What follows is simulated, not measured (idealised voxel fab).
Herein follows the process module entitled voxel self aligned vias.
Pictured: cross-section cut, 155 nm wide, on a grid of 5 nm square cells.
Heads up, the way a cross-section reads in here is a grid of square cells, handed over as bands from the top down, with every band being one or more rows of cells.
Heads up on the band format: heights come first, top then bottom, in nm. After that it's the materials left to right, each with its width in nm. A single material flagged "edge to edge" fills the whole band edge to edge, and "empty" means there's empty space there.
The level at which height equals 0 is the one under which the wafer, as it arrives, is entirely one material. No lower edge exists for the bottom band, which continues downward and is notated as in "0 and below".
Note: "30 to 40" means the width goes from the first number (top row of the band) to the second number (bottom row) in equal steps per row of cells.
Take "no alterations made" at face value: in the step it is given for, the cross-section changed in none of its cells.
Closed-off voids of 8+ cells (no open route to the top) go in "Enclosed internal voids", written width x height at distance from the left edge, in nm.
The remark found on a step's line after its settings is issued by the simulator itself and pertains to that step.
overlay nm: mask offset rightward from planned place, masked step; negative means leftward offset.
**This section lists the process steps that were planned**
step 1: RECEIVE | material Si
step 2: CONFORMAL_DEP | material SiO2 | thk nm 15
step 3: CONFORMAL_DEP | material SiCN | thk nm 5
step 4: DIRECTIONAL_DEP | material SiO2 | thk nm 25
step 5: PATTERN | tone open | mask id LINES | material resist | width nm 30 | pitch nm 55 | thk nm 15 | overlay nm 0
step 6: DIRECTIONAL_ETCH | etch materials SiO2 | depth nm 25
step 7: STRIP | etch materials resist
step 8: CONFORMAL_DEP | material TiN | thk nm 5
step 9: FILL_DEP | material W | thk nm 10
step 10: CMP | height nm 45
step 11: SELECTIVE_ETCH | etch materials W Ru TiN | depth nm 5
step 12: FILL_DEP | material SiN | thk nm 10
step 13: CMP | height nm 45
step 14: DIRECTIONAL_DEP | material SiO2 | thk nm 15
step 15: MASKED_ETCH | tone open | mask id VIAS | width nm 40 | pitch nm 55 | etch materials SiO2 | depth nm 15 | overlay nm 0
step 16: MASKED_ETCH | tone open | mask id VIAS | width nm 40 | pitch nm 55 | etch materials SiN | depth nm 5 | overlay nm 0
step 17: CONFORMAL_DEP | material TiN | thk nm 5
step 18: FILL_DEP | material Ru | thk nm 10
step 19: CMP | height nm 60
step 20: CONFORMAL_DEP | material SiCN | thk nm 5
**The following pertains to the first of two wafers, which was processed as planned**
**Cross-section of the wafer at receipt, which is the condition after step 1**
    0 and below: Si edge to edge
    Enclosed internal voids: none
**Wafer section view after processing step 2**
    15 down to 0: SiO2 edge to edge
    Nothing below the height 0 has changed.
**Wafer section view after processing step 3**
    20 down to 15: SiCN edge to edge
    Nothing below the height 15 has changed.
**Wafer section view after processing step 4**
    45 down to 20: SiO2 edge to edge
    Nothing below the height 20 has changed.
**Wafer section view after processing step 5**
    60 down to 45: 35 nm resist | 30 nm empty | 25 nm resist | 30 nm empty | 35 nm resist
    Nothing below the height 45 has changed.
**Wafer section view after processing step 6**
    60 down to 45: 35 nm resist | 30 nm empty | 25 nm resist | 30 nm empty | 35 nm resist
    45 down to 20: 35 nm SiO2 | 30 nm empty | 25 nm SiO2 | 30 nm empty | 35 nm SiO2
    Nothing below the height 20 has changed.
**Wafer section view after processing step 7**
    45 down to 20: 35 nm SiO2 | 30 nm empty | 25 nm SiO2 | 30 nm empty | 35 nm SiO2
    Nothing below the height 20 has changed.
**Wafer section view after processing step 8**
    50 down to 45: 40 nm TiN | 20 nm empty | 35 nm TiN | 20 nm empty | 40 nm TiN
    45 down to 25: 35 nm SiO2 | 5 nm TiN | 20 nm empty | 5 nm TiN | 25 nm SiO2 | 5 nm TiN | 20 nm empty | 5 nm TiN | 35 nm SiO2
    25 down to 20: 35 nm SiO2 | 30 nm TiN | 25 nm SiO2 | 30 nm TiN | 35 nm SiO2
    Nothing below the height 20 has changed.
**Wafer section view after processing step 9**
    60 down to 50: W edge to edge
    50 down to 45: 40 nm TiN | 20 nm W | 35 nm TiN | 20 nm W | 40 nm TiN
    45 down to 25: 35 nm SiO2 | 5 nm TiN | 20 nm W | 5 nm TiN | 25 nm SiO2 | 5 nm TiN | 20 nm W | 5 nm TiN | 35 nm SiO2
    Nothing below the height 25 has changed.
**Wafer section view after processing step 10**
    45 down to 25: 35 nm SiO2 | 5 nm TiN | 20 nm W | 5 nm TiN | 25 nm SiO2 | 5 nm TiN | 20 nm W | 5 nm TiN | 35 nm SiO2
    Nothing below the height 25 has changed.
**Wafer section view after processing step 11**
    45 down to 40: 35 nm SiO2 | 30 nm empty | 25 nm SiO2 | 30 nm empty | 35 nm SiO2
    Nothing below the height 40 has changed.
**Wafer section view after processing step 12**
    55 down to 45: SiN edge to edge
    45 down to 40: 35 nm SiO2 | 30 nm SiN | 25 nm SiO2 | 30 nm SiN | 35 nm SiO2
    Nothing below the height 40 has changed.
**Wafer section view after processing step 13**
    45 down to 40: 35 nm SiO2 | 30 nm SiN | 25 nm SiO2 | 30 nm SiN | 35 nm SiO2
    Nothing below the height 40 has changed.
**Wafer section view after processing step 14**
    60 down to 45: SiO2 edge to edge
    Nothing below the height 45 has changed.
**Wafer section view after processing step 15**
    60 down to 45: 30 nm SiO2 | 40 nm empty | 15 nm SiO2 | 40 nm empty | 30 nm SiO2
    Nothing below the height 45 has changed.
**Wafer section view after processing step 16**
    60 down to 45: 30 nm SiO2 | 40 nm empty | 15 nm SiO2 | 40 nm empty | 30 nm SiO2
    45 down to 40: 35 nm SiO2 | 30 nm empty | 25 nm SiO2 | 30 nm empty | 35 nm SiO2
    Nothing below the height 40 has changed.
**Wafer section view after processing step 17**
    65 down to 60: 35 nm TiN | 30 nm empty | 25 nm TiN | 30 nm empty | 35 nm TiN
    60 down to 50: 30 nm SiO2 | 5 nm TiN | 30 nm empty | 5 nm TiN | 15 nm SiO2 | 5 nm TiN | 30 nm empty | 5 nm TiN | 30 nm SiO2
    50 down to 45: 30 nm SiO2 | 10 nm TiN | 20 nm empty | 10 nm TiN | 15 nm SiO2 | 10 nm TiN | 20 nm empty | 10 nm TiN | 30 nm SiO2
    45 down to 40: 35 nm SiO2 | 30 nm TiN | 25 nm SiO2 | 30 nm TiN | 35 nm SiO2
    Nothing below the height 40 has changed.
**Wafer section view after processing step 18**
    75 down to 65: Ru edge to edge
    65 down to 60: 35 nm TiN | 30 nm Ru | 25 nm TiN | 30 nm Ru | 35 nm TiN
    60 down to 50: 30 nm SiO2 | 5 nm TiN | 30 nm Ru | 5 nm TiN | 15 nm SiO2 | 5 nm TiN | 30 nm Ru | 5 nm TiN | 30 nm SiO2
    50 down to 45: 30 nm SiO2 | 10 nm TiN | 20 nm Ru | 10 nm TiN | 15 nm SiO2 | 10 nm TiN | 20 nm Ru | 10 nm TiN | 30 nm SiO2
    Nothing below the height 45 has changed.
**Wafer section view after processing step 19**
    60 down to 50: 30 nm SiO2 | 5 nm TiN | 30 nm Ru | 5 nm TiN | 15 nm SiO2 | 5 nm TiN | 30 nm Ru | 5 nm TiN | 30 nm SiO2
    Nothing below the height 50 has changed.
**Wafer section view after processing step 20**
    65 down to 60: SiCN edge to edge
    Nothing below the height 60 has changed.
**Second wafer. Start and plan as for the first. One mistake made in running. Agrees with the first up to and including step 1**
**Planned end of step 2: second wafer, cross-section**
    20 down to 0: SiO2 edge to edge
    Nothing below the height 0 has changed.
**Planned end of step 3: second wafer, cross-section**
    25 down to 20: SiCN edge to edge
    Nothing below the height 20 has changed.
**Planned end of step 4: second wafer, cross-section**
    50 down to 25: SiO2 edge to edge
    Nothing below the height 25 has changed.
**Planned end of step 5: second wafer, cross-section**
    65 down to 50: 35 nm resist | 30 nm empty | 25 nm resist | 30 nm empty | 35 nm resist
    Nothing below the height 50 has changed.
**Planned end of step 6: second wafer, cross-section**
    65 down to 50: 35 nm resist | 30 nm empty | 25 nm resist | 30 nm empty | 35 nm resist
    50 down to 25: 35 nm SiO2 | 30 nm empty | 25 nm SiO2 | 30 nm empty | 35 nm SiO2
    Nothing below the height 25 has changed.
**Planned end of step 7: second wafer, cross-section**
    50 down to 25: 35 nm SiO2 | 30 nm empty | 25 nm SiO2 | 30 nm empty | 35 nm SiO2
    Nothing below the height 25 has changed.
**Planned end of step 8: second wafer, cross-section**
    55 down to 50: 40 nm TiN | 20 nm empty | 35 nm TiN | 20 nm empty | 40 nm TiN
    50 down to 30: 35 nm SiO2 | 5 nm TiN | 20 nm empty | 5 nm TiN | 25 nm SiO2 | 5 nm TiN | 20 nm empty | 5 nm TiN | 35 nm SiO2
    30 down to 25: 35 nm SiO2 | 30 nm TiN | 25 nm SiO2 | 30 nm TiN | 35 nm SiO2
    Nothing below the height 25 has changed.
**Planned end of step 9: second wafer, cross-section**
    65 down to 55: W edge to edge
    55 down to 50: 40 nm TiN | 20 nm W | 35 nm TiN | 20 nm W | 40 nm TiN
    50 down to 30: 35 nm SiO2 | 5 nm TiN | 20 nm W | 5 nm TiN | 25 nm SiO2 | 5 nm TiN | 20 nm W | 5 nm TiN | 35 nm SiO2
    Nothing below the height 30 has changed.
**Planned end of step 10: second wafer, cross-section**
    45 down to 30: 35 nm SiO2 | 5 nm TiN | 20 nm W | 5 nm TiN | 25 nm SiO2 | 5 nm TiN | 20 nm W | 5 nm TiN | 35 nm SiO2
    Nothing below the height 30 has changed.
**Planned end of step 11: second wafer, cross-section**
    45 down to 40: 35 nm SiO2 | 30 nm empty | 25 nm SiO2 | 30 nm empty | 35 nm SiO2
    Nothing below the height 40 has changed.
**Planned end of step 12: second wafer, cross-section**
    55 down to 45: SiN edge to edge
    45 down to 40: 35 nm SiO2 | 30 nm SiN | 25 nm SiO2 | 30 nm SiN | 35 nm SiO2
    Nothing below the height 40 has changed.
**Planned end of step 13: second wafer, cross-section**
    45 down to 40: 35 nm SiO2 | 30 nm SiN | 25 nm SiO2 | 30 nm SiN | 35 nm SiO2
    Nothing below the height 40 has changed.
**Planned end of step 14: second wafer, cross-section**
    60 down to 45: SiO2 edge to edge
    Nothing below the height 45 has changed.
**Planned end of step 15: second wafer, cross-section**
    60 down to 45: 30 nm SiO2 | 40 nm empty | 15 nm SiO2 | 40 nm empty | 30 nm SiO2
    Nothing below the height 45 has changed.
**Planned end of step 16: second wafer, cross-section**
    60 down to 45: 30 nm SiO2 | 40 nm empty | 15 nm SiO2 | 40 nm empty | 30 nm SiO2
    45 down to 40: 35 nm SiO2 | 30 nm empty | 25 nm SiO2 | 30 nm empty | 35 nm SiO2
    Nothing below the height 40 has changed.
**Planned end of step 17: second wafer, cross-section**
    65 down to 60: 35 nm TiN | 30 nm empty | 25 nm TiN | 30 nm empty | 35 nm TiN
    60 down to 50: 30 nm SiO2 | 5 nm TiN | 30 nm empty | 5 nm TiN | 15 nm SiO2 | 5 nm TiN | 30 nm empty | 5 nm TiN | 30 nm SiO2
    50 down to 45: 30 nm SiO2 | 10 nm TiN | 20 nm empty | 10 nm TiN | 15 nm SiO2 | 10 nm TiN | 20 nm empty | 10 nm TiN | 30 nm SiO2
    45 down to 40: 35 nm SiO2 | 30 nm TiN | 25 nm SiO2 | 30 nm TiN | 35 nm SiO2
    Nothing below the height 40 has changed.
**Planned end of step 18: second wafer, cross-section**
    75 down to 65: Ru edge to edge
    65 down to 60: 35 nm TiN | 30 nm Ru | 25 nm TiN | 30 nm Ru | 35 nm TiN
    60 down to 50: 30 nm SiO2 | 5 nm TiN | 30 nm Ru | 5 nm TiN | 15 nm SiO2 | 5 nm TiN | 30 nm Ru | 5 nm TiN | 30 nm SiO2
    50 down to 45: 30 nm SiO2 | 10 nm TiN | 20 nm Ru | 10 nm TiN | 15 nm SiO2 | 10 nm TiN | 20 nm Ru | 10 nm TiN | 30 nm SiO2
    Nothing below the height 45 has changed.
**Planned end of step 19: second wafer, cross-section**
    60 down to 50: 30 nm SiO2 | 5 nm TiN | 30 nm Ru | 5 nm TiN | 15 nm SiO2 | 5 nm TiN | 30 nm Ru | 5 nm TiN | 30 nm SiO2
    Nothing below the height 50 has changed.
**Planned end of step 20: second wafer, cross-section**
    65 down to 60: SiCN edge to edge
    Nothing below the height 60 has changed.
Diagnosis: step 2: run off-plan, actual operation and settings CONFORMAL_DEP | material SiO2 | thk nm 20
Final difference in cells, second wafer against first, listed per material as more or fewer: +12 SiO2; -4 TiN; -8 W
